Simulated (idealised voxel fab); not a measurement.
process module | voxel wiring stack
cross-section cut | 240 nm wide | cells 5 nm
A cross-section is a grid of square cells, given in bands from the top down. A band is one or more rows of cells.
Each band's line starts with the height of the band's top and of its bottom, in nm. Then come its materials from left to right, each with its width in nm. One material with "throughout" fills the band from edge to edge. "air" is empty space.
Height 0 is the level under which the wafer as received is all one material. The lowest band goes on downwards, as in "0 down".
A width such as "30 to 40" changes by the same amount from each row of cells to the next, from the band's top row to its bottom row.
"no change" after a step means that no cell of the cross-section changed.
closed voids: empty space of 8 cells or more with no open way to the top, each as width x height at its distance from the left edge, in nm
after a step's settings: what the simulator itself notes on the step
overlay nm, on a step with a mask: how far to the right of its planned place the mask lay; to the left if negative
plan
1 op RECEIVE | material Si
2 op CONFORMAL_DEP | material SiO2 | thk nm 15
3 op DIRECTIONAL_DEP | material TiN | thk nm 5
4 op DIRECTIONAL_DEP | material W | thk nm 20
5 op PATTERN | tone cover | mask id METAL_1 | material resist | width nm 25 | pitch nm 45 | thk nm 15 | overlay nm 0
6 op DIRECTIONAL_ETCH | etch materials W | depth nm 20
7 op DIRECTIONAL_ETCH | etch materials TiN | depth nm 5
8 op STRIP | etch materials resist
9 op FILL_DEP | material SiO2 | thk nm 10
10 op CMP | height nm 40
11 op CONFORMAL_DEP | material SiCN | thk nm 5
12 op DIRECTIONAL_DEP | material SiO2 | thk nm 25
13 op MASKED_ETCH | tone open | mask id METAL_2_HOLES | width nm 15 | pitch nm 90 | etch materials SiO2 | depth nm 25 | overlay nm 0
14 op PATTERN | tone open | mask id METAL_2 | material resist | width nm 25 | pitch nm 45 | thk nm 15 | overlay nm 0
15 op DIRECTIONAL_ETCH | etch materials SiO2 | depth nm 15
16 op DIRECTIONAL_ETCH | etch materials SiCN | depth nm 5
17 op STRIP | etch materials resist
18 op CONFORMAL_DEP | material TiN | thk nm 5
19 op FILL_DEP | material Cu | thk nm 10
20 op CMP | height nm 70
21 op CONFORMAL_DEP | material SiCN | thk nm 5
22 op DIRECTIONAL_DEP | material SiO2 | thk nm 35
23 op DIRECTIONAL_DEP | material aC | thk nm 15
24 op PATTERN | tone open | mask id METAL_3 | material resist | width nm 25 | pitch nm 45 | thk nm 35 | overlay nm 0
25 op DIRECTIONAL_ETCH | etch materials aC | depth nm 15
26 op STRIP | etch materials resist
27 op DIRECTIONAL_ETCH | etch materials SiO2 | depth nm 20
28 op STRIP | etch materials aC
29 op PATTERN | tone open | mask id METAL_3_HOLES | material resist | width nm 15 | pitch nm 90 | thk nm 20 | overlay nm 0
30 op DIRECTIONAL_ETCH | etch materials SiO2 | depth nm 15
31 op DIRECTIONAL_ETCH | etch materials SiCN | depth nm 5
32 op STRIP | etch materials resist
33 op CONFORMAL_DEP | material TiN | thk nm 5
34 op FILL_DEP | material Ru | thk nm 10
35 op CMP | height nm 110
36 op CONFORMAL_DEP | material SiCN | thk nm 5
37 op DIRECTIONAL_DEP | material SiO2 | thk nm 25
38 op DIRECTIONAL_DEP | material aC | thk nm 15
39 op PATTERN | tone open | mask id METAL_4 | material resist | width nm 25 | pitch nm 45 | thk nm 30 | overlay nm 0
40 op DIRECTIONAL_ETCH | etch materials aC | depth nm 15
41 op STRIP | etch materials resist
42 op DIRECTIONAL_ETCH | etch materials SiO2 | depth nm 15
43 op STRIP | etch materials aC
44 op PATTERN | tone open | mask id METAL_4_HOLES | material resist | width nm 15 | pitch nm 90 | thk nm 20 | overlay nm 0
45 op DIRECTIONAL_ETCH | etch materials SiO2 | depth nm 10
46 op DIRECTIONAL_ETCH | etch materials SiCN | depth nm 5
47 op STRIP | etch materials resist
48 op CONFORMAL_DEP | material TiN | thk nm 5
49 op FILL_DEP | material Cu | thk nm 10
50 op CMP | height nm 140
51 op CONFORMAL_DEP | material SiN | thk nm 5
first wafer, as planned
as received, after step 1
  0 down: Si throughout
  closed voids: none
after step 2
  15 to 0: SiO2 throughout
  below 0: unchanged
after step 3
  20 to 15: TiN throughout
  below 15: unchanged
after step 4
  40 to 20: W throughout
  below 20: unchanged
after step 5
  55 to 40: air 60 | resist 25 | air 20 | resist 25 | air 20 | resist 25 | air 65
  below 40: unchanged
after step 6
  55 to 40: air 60 | resist 25 | air 20 | resist 25 | air 20 | resist 25 | air 65
  40 to 20: air 60 | W 25 | air 20 | W 25 | air 20 | W 25 | air 65
  below 20: unchanged
after step 7
  55 to 40: air 60 | resist 25 | air 20 | resist 25 | air 20 | resist 25 | air 65
  40 to 20: air 60 | W 25 | air 20 | W 25 | air 20 | W 25 | air 65
  20 to 15: air 60 | TiN 25 | air 20 | TiN 25 | air 20 | TiN 25 | air 65
  below 15: unchanged
after step 8
  40 to 20: air 60 | W 25 | air 20 | W 25 | air 20 | W 25 | air 65
  below 20: unchanged
after step 9
  50 to 40: SiO2 throughout
  40 to 20: SiO2 60 | W 25 | SiO2 20 | W 25 | SiO2 20 | W 25 | SiO2 65
  20 to 15: SiO2 60 | TiN 25 | SiO2 20 | TiN 25 | SiO2 20 | TiN 25 | SiO2 65
  below 15: unchanged
after step 10
  40 to 20: SiO2 60 | W 25 | SiO2 20 | W 25 | SiO2 20 | W 25 | SiO2 65
  below 20: unchanged
after step 11
  45 to 40: SiCN throughout
  below 40: unchanged
after step 12
  70 to 45: SiO2 throughout
  below 45: unchanged
after step 13
  70 to 45: SiO2 60 | air 15 | SiO2 75 | air 15 | SiO2 75
  below 45: unchanged
after step 14
  85 to 70: resist 60 | air 25 | resist 20 | air 25 | resist 20 | air 25 | resist 65
  below 70: unchanged
after step 15
  85 to 70: resist 60 | air 25 | resist 20 | air 25 | resist 20 | air 25 | resist 65
  70 to 55: SiO2 60 | air 25 | SiO2 20 | air 25 | SiO2 20 | air 25 | SiO2 65
  below 55: unchanged
after step 16
  85 to 70: resist 60 | air 25 | resist 20 | air 25 | resist 20 | air 25 | resist 65
  70 to 55: SiO2 60 | air 25 | SiO2 20 | air 25 | SiO2 20 | air 25 | SiO2 65
  55 to 45: SiO2 60 | air 15 | SiO2 75 | air 15 | SiO2 75
  45 to 40: SiCN 60 | air 15 | SiCN 75 | air 15 | SiCN 75
  below 40: unchanged
after step 17
  70 to 55: SiO2 60 | air 25 | SiO2 20 | air 25 | SiO2 20 | air 25 | SiO2 65
  below 55: unchanged
after step 18
  75 to 70: TiN 65 | air 15 | TiN 30 | air 15 | TiN 30 | air 15 | TiN 70
  70 to 60: SiO2 60 | TiN 5 | air 15 | TiN 5 | SiO2 20 | TiN 5 | air 15 | TiN 5 | SiO2 20 | TiN 5 | air 15 | TiN 5 | SiO2 65
  60 to 55: SiO2 60 | TiN 5 | air 5 | TiN 15 | SiO2 20 | TiN 25 | SiO2 20 | TiN 5 | air 5 | TiN 15 | SiO2 65
  55 to 45: SiO2 60 | TiN 5 | air 5 | TiN 5 | SiO2 75 | TiN 5 | air 5 | TiN 5 | SiO2 75
  45 to 40: SiCN 60 | TiN 15 | SiCN 75 | TiN 15 | SiCN 75
  below 40: unchanged
after step 19
  85 to 75: Cu throughout
  75 to 70: TiN 65 | Cu 15 | TiN 30 | Cu 15 | TiN 30 | Cu 15 | TiN 70
  70 to 60: SiO2 60 | TiN 5 | Cu 15 | TiN 5 | SiO2 20 | TiN 5 | Cu 15 | TiN 5 | SiO2 20 | TiN 5 | Cu 15 | TiN 5 | SiO2 65
  60 to 55: SiO2 60 | TiN 5 | Cu 5 | TiN 15 | SiO2 20 | TiN 25 | SiO2 20 | TiN 5 | Cu 5 | TiN 15 | SiO2 65
  55 to 45: SiO2 60 | TiN 5 | Cu 5 | TiN 5 | SiO2 75 | TiN 5 | Cu 5 | TiN 5 | SiO2 75
  below 45: unchanged
after step 20
  70 to 60: SiO2 60 | TiN 5 | Cu 15 | TiN 5 | SiO2 20 | TiN 5 | Cu 15 | TiN 5 | SiO2 20 | TiN 5 | Cu 15 | TiN 5 | SiO2 65
  below 60: unchanged
after step 21
  75 to 70: SiCN throughout
  below 70: unchanged
after step 22
  110 to 75: SiO2 throughout
  below 75: unchanged
after step 23
  125 to 110: aC throughout
  below 110: unchanged
after step 24
  160 to 125: resist 60 | air 25 | resist 20 | air 25 | resist 20 | air 25 | resist 65
  below 125: unchanged
after step 25
  145 to 125: resist 60 | air 25 | resist 20 | air 25 | resist 20 | air 25 | resist 65
  125 to 110: aC 60 | air 25 | aC 20 | air 25 | aC 20 | air 25 | aC 65
  below 110: unchanged
after step 26
  125 to 110: aC 60 | air 25 | aC 20 | air 25 | aC 20 | air 25 | aC 65
  below 110: unchanged
after step 27
  125 to 110: aC 60 | air 25 | aC 20 | air 25 | aC 20 | air 25 | aC 65
  110 to 90: SiO2 60 | air 25 | SiO2 20 | air 25 | SiO2 20 | air 25 | SiO2 65
  below 90: unchanged
after step 28
  110 to 90: SiO2 60 | air 25 | SiO2 20 | air 25 | SiO2 20 | air 25 | SiO2 65
  below 90: unchanged
after step 29
  130 to 110: resist 60 | air 15 | resist 75 | air 15 | resist 75
  110 to 90: SiO2 60 | air 15 | resist 10 | SiO2 20 | resist 25 | SiO2 20 | air 15 | resist 10 | SiO2 65
  below 90: unchanged
after step 30
  130 to 110: resist 60 | air 15 | resist 75 | air 15 | resist 75
  110 to 90: SiO2 60 | air 15 | resist 10 | SiO2 20 | resist 25 | SiO2 20 | air 15 | resist 10 | SiO2 65
  90 to 75: SiO2 60 | air 15 | SiO2 75 | air 15 | SiO2 75
  below 75: unchanged
after step 31
  130 to 110: resist 60 | air 15 | resist 75 | air 15 | resist 75
  110 to 90: SiO2 60 | air 15 | resist 10 | SiO2 20 | resist 25 | SiO2 20 | air 15 | resist 10 | SiO2 65
  90 to 75: SiO2 60 | air 15 | SiO2 75 | air 15 | SiO2 75
  75 to 70: SiCN 60 | air 15 | SiCN 75 | air 15 | SiCN 75
  below 70: unchanged
after step 32
  110 to 90: SiO2 60 | air 25 | SiO2 20 | air 25 | SiO2 20 | air 25 | SiO2 65
  below 90: unchanged
after step 33
  115 to 110: TiN 65 | air 15 | TiN 30 | air 15 | TiN 30 | air 15 | TiN 70
  110 to 95: SiO2 60 | TiN 5 | air 15 | TiN 5 | SiO2 20 | TiN 5 | air 15 | TiN 5 | SiO2 20 | TiN 5 | air 15 | TiN 5 | SiO2 65
  95 to 90: SiO2 60 | TiN 5 | air 5 | TiN 15 | SiO2 20 | TiN 25 | SiO2 20 | TiN 5 | air 5 | TiN 15 | SiO2 65
  90 to 75: SiO2 60 | TiN 5 | air 5 | TiN 5 | SiO2 75 | TiN 5 | air 5 | TiN 5 | SiO2 75
  75 to 70: SiCN 60 | TiN 15 | SiCN 75 | TiN 15 | SiCN 75
  below 70: unchanged
after step 34
  125 to 115: Ru throughout
  115 to 110: TiN 65 | Ru 15 | TiN 30 | Ru 15 | TiN 30 | Ru 15 | TiN 70
  110 to 95: SiO2 60 | TiN 5 | Ru 15 | TiN 5 | SiO2 20 | TiN 5 | Ru 15 | TiN 5 | SiO2 20 | TiN 5 | Ru 15 | TiN 5 | SiO2 65
  95 to 90: SiO2 60 | TiN 5 | Ru 5 | TiN 15 | SiO2 20 | TiN 25 | SiO2 20 | TiN 5 | Ru 5 | TiN 15 | SiO2 65
  90 to 75: SiO2 60 | TiN 5 | Ru 5 | TiN 5 | SiO2 75 | TiN 5 | Ru 5 | TiN 5 | SiO2 75
  below 75: unchanged
after step 35
  110 to 95: SiO2 60 | TiN 5 | Ru 15 | TiN 5 | SiO2 20 | TiN 5 | Ru 15 | TiN 5 | SiO2 20 | TiN 5 | Ru 15 | TiN 5 | SiO2 65
  below 95: unchanged
after step 36
  115 to 110: SiCN throughout
  below 110: unchanged
after step 37
  140 to 115: SiO2 throughout
  below 115: unchanged
after step 38
  155 to 140: aC throughout
  below 140: unchanged
after step 39
  185 to 155: resist 60 | air 25 | resist 20 | air 25 | resist 20 | air 25 | resist 65
  below 155: unchanged
after step 40
  170 to 155: resist 60 | air 25 | resist 20 | air 25 | resist 20 | air 25 | resist 65
  155 to 140: aC 60 | air 25 | aC 20 | air 25 | aC 20 | air 25 | aC 65
  below 140: unchanged
after step 41
  155 to 140: aC 60 | air 25 | aC 20 | air 25 | aC 20 | air 25 | aC 65
  below 140: unchanged
after step 42
  155 to 140: aC 60 | air 25 | aC 20 | air 25 | aC 20 | air 25 | aC 65
  140 to 125: SiO2 60 | air 25 | SiO2 20 | air 25 | SiO2 20 | air 25 | SiO2 65
  below 125: unchanged
after step 43
  140 to 125: SiO2 60 | air 25 | SiO2 20 | air 25 | SiO2 20 | air 25 | SiO2 65
  below 125: unchanged
after step 44
  160 to 140: resist 60 | air 15 | resist 75 | air 15 | resist 75
  140 to 125: SiO2 60 | air 15 | resist 10 | SiO2 20 | resist 25 | SiO2 20 | air 15 | resist 10 | SiO2 65
  below 125: unchanged
after step 45
  160 to 140: resist 60 | air 15 | resist 75 | air 15 | resist 75
  140 to 125: SiO2 60 | air 15 | resist 10 | SiO2 20 | resist 25 | SiO2 20 | air 15 | resist 10 | SiO2 65
  125 to 115: SiO2 60 | air 15 | SiO2 75 | air 15 | SiO2 75
  below 115: unchanged
after step 46
  160 to 140: resist 60 | air 15 | resist 75 | air 15 | resist 75
  140 to 125: SiO2 60 | air 15 | resist 10 | SiO2 20 | resist 25 | SiO2 20 | air 15 | resist 10 | SiO2 65
  125 to 115: SiO2 60 | air 15 | SiO2 75 | air 15 | SiO2 75
  115 to 110: SiCN 60 | air 15 | SiCN 75 | air 15 | SiCN 75
  below 110: unchanged
after step 47
  140 to 125: SiO2 60 | air 25 | SiO2 20 | air 25 | SiO2 20 | air 25 | SiO2 65
  below 125: unchanged
after step 48
  145 to 140: TiN 65 | air 15 | TiN 30 | air 15 | TiN 30 | air 15 | TiN 70
  140 to 130: SiO2 60 | TiN 5 | air 15 | TiN 5 | SiO2 20 | TiN 5 | air 15 | TiN 5 | SiO2 20 | TiN 5 | air 15 | TiN 5 | SiO2 65
  130 to 125: SiO2 60 | TiN 5 | air 5 | TiN 15 | SiO2 20 | TiN 25 | SiO2 20 | TiN 5 | air 5 | TiN 15 | SiO2 65
  125 to 115: SiO2 60 | TiN 5 | air 5 | TiN 5 | SiO2 75 | TiN 5 | air 5 | TiN 5 | SiO2 75
  115 to 110: SiCN 60 | TiN 15 | SiCN 75 | TiN 15 | SiCN 75
  below 110: unchanged
after step 49
  155 to 145: Cu throughout
  145 to 140: TiN 65 | Cu 15 | TiN 30 | Cu 15 | TiN 30 | Cu 15 | TiN 70
  140 to 130: SiO2 60 | TiN 5 | Cu 15 | TiN 5 | SiO2 20 | TiN 5 | Cu 15 | TiN 5 | SiO2 20 | TiN 5 | Cu 15 | TiN 5 | SiO2 65
  130 to 125: SiO2 60 | TiN 5 | Cu 5 | TiN 15 | SiO2 20 | TiN 25 | SiO2 20 | TiN 5 | Cu 5 | TiN 15 | SiO2 65
  125 to 115: SiO2 60 | TiN 5 | Cu 5 | TiN 5 | SiO2 75 | TiN 5 | Cu 5 | TiN 5 | SiO2 75
  below 115: unchanged
after step 50
  140 to 130: SiO2 60 | TiN 5 | Cu 15 | TiN 5 | SiO2 20 | TiN 5 | Cu 15 | TiN 5 | SiO2 20 | TiN 5 | Cu 15 | TiN 5 | SiO2 65
  below 130: unchanged
after step 51
  145 to 140: SiN throughout
  below 140: unchanged
second wafer: like start, like plan, one mistake. Through step 11 it matches the first wafer
when step 12 should have ended
  70 to 40: SiCN throughout
  below 40: unchanged
when step 13 should have ended: no change
when step 14 should have ended
  85 to 70: resist 60 | air 25 | resist 20 | air 25 | resist 20 | air 25 | resist 65
  below 70: unchanged
when step 15 should have ended: no change
when step 16 should have ended
  85 to 70: resist 60 | air 25 | resist 20 | air 25 | resist 20 | air 25 | resist 65
  70 to 65: SiCN 60 | air 25 | SiCN 20 | air 25 | SiCN 20 | air 25 | SiCN 65
  below 65: unchanged
when step 17 should have ended
  70 to 65: SiCN 60 | air 25 | SiCN 20 | air 25 | SiCN 20 | air 25 | SiCN 65
  below 65: unchanged
when step 18 should have ended
  75 to 70: TiN 65 | air 15 | TiN 30 | air 15 | TiN 30 | air 15 | TiN 70
  70 to 65: SiCN 60 | TiN 25 | SiCN 20 | TiN 25 | SiCN 20 | TiN 25 | SiCN 65
  below 65: unchanged
when step 19 should have ended
  85 to 75: Cu throughout
  75 to 70: TiN 65 | Cu 15 | TiN 30 | Cu 15 | TiN 30 | Cu 15 | TiN 70
  below 70: unchanged
when step 20 should have ended
  70 to 65: SiCN 60 | TiN 25 | SiCN 20 | TiN 25 | SiCN 20 | TiN 25 | SiCN 65
  below 65: unchanged
when step 21 should have ended
  75 to 70: SiCN throughout
  below 70: unchanged
when step 22 should have ended
  110 to 75: SiO2 throughout
  below 75: unchanged
when step 23 should have ended
  125 to 110: aC throughout
  below 110: unchanged
when step 24 should have ended
  160 to 125: resist 60 | air 25 | resist 20 | air 25 | resist 20 | air 25 | resist 65
  below 125: unchanged
when step 25 should have ended
  145 to 125: resist 60 | air 25 | resist 20 | air 25 | resist 20 | air 25 | resist 65
  125 to 110: aC 60 | air 25 | aC 20 | air 25 | aC 20 | air 25 | aC 65
  below 110: unchanged
when step 26 should have ended
  125 to 110: aC 60 | air 25 | aC 20 | air 25 | aC 20 | air 25 | aC 65
  below 110: unchanged
when step 27 should have ended
  125 to 110: aC 60 | air 25 | aC 20 | air 25 | aC 20 | air 25 | aC 65
  110 to 90: SiO2 60 | air 25 | SiO2 20 | air 25 | SiO2 20 | air 25 | SiO2 65
  below 90: unchanged
when step 28 should have ended
  110 to 90: SiO2 60 | air 25 | SiO2 20 | air 25 | SiO2 20 | air 25 | SiO2 65
  below 90: unchanged
when step 29 should have ended
  130 to 110: resist 60 | air 15 | resist 75 | air 15 | resist 75
  110 to 90: SiO2 60 | air 15 | resist 10 | SiO2 20 | resist 25 | SiO2 20 | air 15 | resist 10 | SiO2 65
  below 90: unchanged
when step 30 should have ended
  130 to 110: resist 60 | air 15 | resist 75 | air 15 | resist 75
  110 to 90: SiO2 60 | air 15 | resist 10 | SiO2 20 | resist 25 | SiO2 20 | air 15 | resist 10 | SiO2 65
  90 to 75: SiO2 60 | air 15 | SiO2 75 | air 15 | SiO2 75
  below 75: unchanged
when step 31 should have ended
  130 to 110: resist 60 | air 15 | resist 75 | air 15 | resist 75
  110 to 90: SiO2 60 | air 15 | resist 10 | SiO2 20 | resist 25 | SiO2 20 | air 15 | resist 10 | SiO2 65
  90 to 75: SiO2 60 | air 15 | SiO2 75 | air 15 | SiO2 75
  75 to 70: SiCN 60 | air 15 | SiCN 75 | air 15 | SiCN 75
  below 70: unchanged
when step 32 should have ended
  110 to 90: SiO2 60 | air 25 | SiO2 20 | air 25 | SiO2 20 | air 25 | SiO2 65
  below 90: unchanged
when step 33 should have ended
  115 to 110: TiN 65 | air 15 | TiN 30 | air 15 | TiN 30 | air 15 | TiN 70
  110 to 95: SiO2 60 | TiN 5 | air 15 | TiN 5 | SiO2 20 | TiN 5 | air 15 | TiN 5 | SiO2 20 | TiN 5 | air 15 | TiN 5 | SiO2 65
  95 to 90: SiO2 60 | TiN 5 | air 5 | TiN 15 | SiO2 20 | TiN 25 | SiO2 20 | TiN 5 | air 5 | TiN 15 | SiO2 65
  90 to 75: SiO2 60 | TiN 5 | air 5 | TiN 5 | SiO2 75 | TiN 5 | air 5 | TiN 5 | SiO2 75
  75 to 70: SiCN 60 | TiN 15 | SiCN 75 | TiN 15 | SiCN 75
  below 70: unchanged
when step 34 should have ended
  125 to 115: Ru throughout
  115 to 110: TiN 65 | Ru 15 | TiN 30 | Ru 15 | TiN 30 | Ru 15 | TiN 70
  110 to 95: SiO2 60 | TiN 5 | Ru 15 | TiN 5 | SiO2 20 | TiN 5 | Ru 15 | TiN 5 | SiO2 20 | TiN 5 | Ru 15 | TiN 5 | SiO2 65
  95 to 90: SiO2 60 | TiN 5 | Ru 5 | TiN 15 | SiO2 20 | TiN 25 | SiO2 20 | TiN 5 | Ru 5 | TiN 15 | SiO2 65
  90 to 75: SiO2 60 | TiN 5 | Ru 5 | TiN 5 | SiO2 75 | TiN 5 | Ru 5 | TiN 5 | SiO2 75
  below 75: unchanged
when step 35 should have ended
  110 to 95: SiO2 60 | TiN 5 | Ru 15 | TiN 5 | SiO2 20 | TiN 5 | Ru 15 | TiN 5 | SiO2 20 | TiN 5 | Ru 15 | TiN 5 | SiO2 65
  below 95: unchanged
when step 36 should have ended
  115 to 110: SiCN throughout
  below 110: unchanged
when step 37 should have ended
  140 to 115: SiO2 throughout
  below 115: unchanged
when step 38 should have ended
  155 to 140: aC throughout
  below 140: unchanged
when step 39 should have ended
  185 to 155: resist 60 | air 25 | resist 20 | air 25 | resist 20 | air 25 | resist 65
  below 155: unchanged
when step 40 should have ended
  170 to 155: resist 60 | air 25 | resist 20 | air 25 | resist 20 | air 25 | resist 65
  155 to 140: aC 60 | air 25 | aC 20 | air 25 | aC 20 | air 25 | aC 65
  below 140: unchanged
when step 41 should have ended
  155 to 140: aC 60 | air 25 | aC 20 | air 25 | aC 20 | air 25 | aC 65
  below 140: unchanged
when step 42 should have ended
  155 to 140: aC 60 | air 25 | aC 20 | air 25 | aC 20 | air 25 | aC 65
  140 to 125: SiO2 60 | air 25 | SiO2 20 | air 25 | SiO2 20 | air 25 | SiO2 65
  below 125: unchanged
when step 43 should have ended
  140 to 125: SiO2 60 | air 25 | SiO2 20 | air 25 | SiO2 20 | air 25 | SiO2 65
  below 125: unchanged
when step 44 should have ended
  160 to 140: resist 60 | air 15 | resist 75 | air 15 | resist 75
  140 to 125: SiO2 60 | air 15 | resist 10 | SiO2 20 | resist 25 | SiO2 20 | air 15 | resist 10 | SiO2 65
  below 125: unchanged
when step 45 should have ended
  160 to 140: resist 60 | air 15 | resist 75 | air 15 | resist 75
  140 to 125: SiO2 60 | air 15 | resist 10 | SiO2 20 | resist 25 | SiO2 20 | air 15 | resist 10 | SiO2 65
  125 to 115: SiO2 60 | air 15 | SiO2 75 | air 15 | SiO2 75
  below 115: unchanged
when step 46 should have ended
  160 to 140: resist 60 | air 15 | resist 75 | air 15 | resist 75
  140 to 125: SiO2 60 | air 15 | resist 10 | SiO2 20 | resist 25 | SiO2 20 | air 15 | resist 10 | SiO2 65
  125 to 115: SiO2 60 | air 15 | SiO2 75 | air 15 | SiO2 75
  115 to 110: SiCN 60 | air 15 | SiCN 75 | air 15 | SiCN 75
  below 110: unchanged
when step 47 should have ended
  140 to 125: SiO2 60 | air 25 | SiO2 20 | air 25 | SiO2 20 | air 25 | SiO2 65
  below 125: unchanged
when step 48 should have ended
  145 to 140: TiN 65 | air 15 | TiN 30 | air 15 | TiN 30 | air 15 | TiN 70
  140 to 130: SiO2 60 | TiN 5 | air 15 | TiN 5 | SiO2 20 | TiN 5 | air 15 | TiN 5 | SiO2 20 | TiN 5 | air 15 | TiN 5 | SiO2 65
  130 to 125: SiO2 60 | TiN 5 | air 5 | TiN 15 | SiO2 20 | TiN 25 | SiO2 20 | TiN 5 | air 5 | TiN 15 | SiO2 65
  125 to 115: SiO2 60 | TiN 5 | air 5 | TiN 5 | SiO2 75 | TiN 5 | air 5 | TiN 5 | SiO2 75
  115 to 110: SiCN 60 | TiN 15 | SiCN 75 | TiN 15 | SiCN 75
  below 110: unchanged
when step 49 should have ended
  155 to 145: Cu throughout
  145 to 140: TiN 65 | Cu 15 | TiN 30 | Cu 15 | TiN 30 | Cu 15 | TiN 70
  140 to 130: SiO2 60 | TiN 5 | Cu 15 | TiN 5 | SiO2 20 | TiN 5 | Cu 15 | TiN 5 | SiO2 20 | TiN 5 | Cu 15 | TiN 5 | SiO2 65
  130 to 125: SiO2 60 | TiN 5 | Cu 5 | TiN 15 | SiO2 20 | TiN 25 | SiO2 20 | TiN 5 | Cu 5 | TiN 15 | SiO2 65
  125 to 115: SiO2 60 | TiN 5 | Cu 5 | TiN 5 | SiO2 75 | TiN 5 | Cu 5 | TiN 5 | SiO2 75
  below 115: unchanged
when step 50 should have ended
  140 to 130: SiO2 60 | TiN 5 | Cu 15 | TiN 5 | SiO2 20 | TiN 5 | Cu 15 | TiN 5 | SiO2 20 | TiN 5 | Cu 15 | TiN 5 | SiO2 65
  below 130: unchanged
when step 51 should have ended
  145 to 140: SiN throughout
  below 140: unchanged
what went wrong: step 12 ran as: op DIRECTIONAL_DEP | material SiCN | thk nm 25
at the end the second wafer has, in cells: 24 fewer of Cu | 231 more of SiCN | 183 fewer of SiO2 | 24 fewer of TiN
